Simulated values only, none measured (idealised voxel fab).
This is a process module. Its name is voxel transistor to metal.
Cross-section cut: width 215 nm, square cells of 5 nm.
When this document writes out a cross-section, it uses a grid of square cells and lists it as bands, beginning at the top and moving down, with a band standing for one or more rows of cells. First you get the band's top height and its bottom height, in nm, and then the materials it's made of, left to right, with each width in nm. If you see a single material with "full width", that one covers the band edge to edge. "blank" is empty space. Below 0: as-received wafer, all one material; heights counted from there. Lowest band: no bottom, goes on down, written "z 0 and below". The expression "30->40" gives the width at the extremes of the band, the first number at its top row of cells and the second at its bottom row, with the width changing by equal amounts from each row to the next in between. Where a step carries "changes: none", the cross-section came out of it unchanged, cell for cell. In "Sealed void listing" the enclosed voids are listed, meaning empty spaces of 8 cells or larger without any opening to the top. The form is width x height at distance, distance from the left edge, units nm. On a step's line, text after the settings is the simulator commenting on that step. Regarding "overlay nm": on a step with a mask, it is the distance the mask lay to the right of its planned place; a negative value places it to the left.
## The steps planned for the process are as follows
1) RECEIVE [material Si]
2) OXIDIZE [depth nm 5]
3) CONFORMAL_DEP [material SiN] [thk nm 10]
4) DIRECTIONAL_DEP [material aC] [thk nm 15]
5) PATTERN [tone cover] [mask id ACTIVE] [material resist] [width nm 115] [thk nm 30] [overlay nm 0]
6) DIRECTIONAL_ETCH [etch materials aC] [depth nm 15]
7) STRIP [etch materials resist]
8) DIRECTIONAL_ETCH [etch materials SiN] [depth nm 10]
9) DIRECTIONAL_ETCH [etch materials SiO2] [depth nm 5]
10) DIRECTIONAL_ETCH [etch materials Si] [depth nm 25]
11) STRIP [etch materials aC]
12) FILL_DEP [material SiO2] [thk nm 10]
13) CMP [height nm 10]
14) SELECTIVE_ETCH [etch materials SiO2] [depth nm 10]
15) STRIP [etch materials SiN]
16) SELECTIVE_ETCH [etch materials SiO2] [depth nm 5]
17) OXIDIZE [depth nm 5]
18) DIRECTIONAL_DEP [material polySi] [thk nm 25]
19) DIRECTIONAL_DEP [material SiCN] [thk nm 15]
20) PATTERN [tone cover] [mask id GATE] [material resist] [width nm 35] [thk nm 15] [overlay nm 0]
21) DIRECTIONAL_ETCH [etch materials SiCN] [depth nm 25]
22) DIRECTIONAL_ETCH [etch materials polySi] [depth nm 35]
23) STRIP [etch materials resist]
24) CONFORMAL_DEP [material SiO2] [thk nm 5]
25) DIRECTIONAL_ETCH [etch materials SiO2] [depth nm 5]
26) CONFORMAL_DEP [material SiN] [thk nm 5]
27) DIRECTIONAL_ETCH [etch materials SiN] [depth nm 5]
28) DIRECTIONAL_ETCH [etch materials SiO2] [depth nm 5]
29) EPI [material pSi] [thk nm 5]
30) FILL_DEP [material SiO2] [thk nm 10]
31) CMP [height nm 20]
32) STRIP [etch materials polySi]
33) SELECTIVE_ETCH [etch materials SiO2] [depth nm 5]
34) CONFORMAL_DEP [material HfO2] [thk nm 5]
35) CONFORMAL_DEP [material TiN] [thk nm 5]
36) FILL_DEP [material W] [thk nm 10]
37) CMP [height nm 15]
38) DIRECTIONAL_DEP [material SiO2] [thk nm 15]
39) MASKED_ETCH [tone open] [mask id CONTACT] [width nm 15] [pitch nm 80] [etch materials SiO2] [depth nm 35] [overlay nm 0]
40) CONFORMAL_DEP [material TiN] [thk nm 5]
41) FILL_DEP [material W] [thk nm 5]
42) CMP [height nm 30]
43) CONFORMAL_DEP [material SiCN] [thk nm 5]
44) DIRECTIONAL_DEP [material SiO2] [thk nm 20]
45) PATTERN [tone open] [mask id METAL_1] [material resist] [width nm 15] [pitch nm 80] [thk nm 15] [overlay nm 0]
46) DIRECTIONAL_ETCH [etch materials SiO2] [depth nm 20]
47) DIRECTIONAL_ETCH [etch materials SiCN] [depth nm 5]
48) STRIP [etch materials resist]
49) CONFORMAL_DEP [material TiN] [thk nm 5]
50) FILL_DEP [material Cu] [thk nm 10]
51) CMP [height nm 55]
52) EPI [material Ru] [thk nm 5]
53) FILL_DEP [material SiCN] [thk nm 5]
## Received-state cross-section, reflecting completion of step 1
	z 0 and below: Si full width
	Sealed void listing: none
## first wafer at the end, as planned
	z 65 to 60: SiCN full width
	z 60 to 55: SiCN: 55; Ru: 25; SiCN: 55; Ru: 25; SiCN: 55
	z 55 to 35: SiO2: 60; TiN: 5; Cu: 5; TiN: 5; SiO2: 65; TiN: 5; Cu: 5; TiN: 5; SiO2: 60
	z 35 to 30: SiCN: 60; TiN: 15; SiCN: 65; TiN: 15; SiCN: 60
	z 30 to 15: SiO2: 60; TiN: 5; W: 5; TiN: 5; SiO2: 65; TiN: 5; W: 5; TiN: 5; SiO2: 60
	z 15 to 0: SiO2: 60; TiN: 5; W: 5; TiN: 5; SiO2: 5; SiN: 5; HfO2: 5; TiN: 5; W: 25; TiN: 5; HfO2: 5; SiN: 5; SiO2: 5; TiN: 5; W: 5; TiN: 5; SiO2: 60
	z 0 to -5: SiO2: 60; TiN: 15; SiO2: 5; SiN: 5; HfO2: 5; TiN: 35; HfO2: 5; SiN: 5; SiO2: 5; TiN: 15; SiO2: 60
	z -5 to -10: SiO2: 45; pSi: 35; SiO2: 5; HfO2: 45; SiO2: 5; pSi: 35; SiO2: 45
	z -10 to -30: SiO2: 50; Si: 115; SiO2: 50
	z -30 and below: Si full width
	Sealed void listing: none
## Cross-section of the latter of the two wafers at module completion. It had an identical start and an identical plan to the former; in running it, one mistake was made
	z 65 to 60: SiCN full width
	z 60 to 55: Ru: 65; SiCN: 5; Ru: 75; SiCN: 5; Ru: 65
	z 55 to 35: Cu: 55; TiN: 5; SiO2: 15; TiN: 5; Cu: 55; TiN: 5; SiO2: 15; TiN: 5; Cu: 55
	z 35 to 30: TiN: 60; SiCN: 15; TiN: 65; SiCN: 15; TiN: 60
	z 30 to 15: SiO2: 60; TiN: 5; W: 5; TiN: 5; SiO2: 65; TiN: 5; W: 5; TiN: 5; SiO2: 60
	z 15 to 0: SiO2: 60; TiN: 5; W: 5; TiN: 5; SiO2: 5; SiN: 5; HfO2: 5; TiN: 5; W: 25; TiN: 5; HfO2: 5; SiN: 5; SiO2: 5; TiN: 5; W: 5; TiN: 5; SiO2: 60
	z 0 to -5: SiO2: 60; TiN: 15; SiO2: 5; SiN: 5; HfO2: 5; TiN: 35; HfO2: 5; SiN: 5; SiO2: 5; TiN: 15; SiO2: 60
	z -5 to -10: SiO2: 45; pSi: 35; SiO2: 5; HfO2: 45; SiO2: 5; pSi: 35; SiO2: 45
	z -10 to -30: SiO2: 50; Si: 115; SiO2: 50
	z -30 and below: Si full width
	Sealed void listing: none
Short version of what went wrong: not per plan at step 45, really ran PATTERN [tone cover] [mask id METAL_1] [material resist] [width nm 15] [pitch nm 80] [thk nm 15] [overlay nm 0]
Count the cells at the end and the second wafer has more or fewer of some materials than the first: +124 Cu, +31 Ru, -62 SiCN, -124 SiO2, +31 TiN
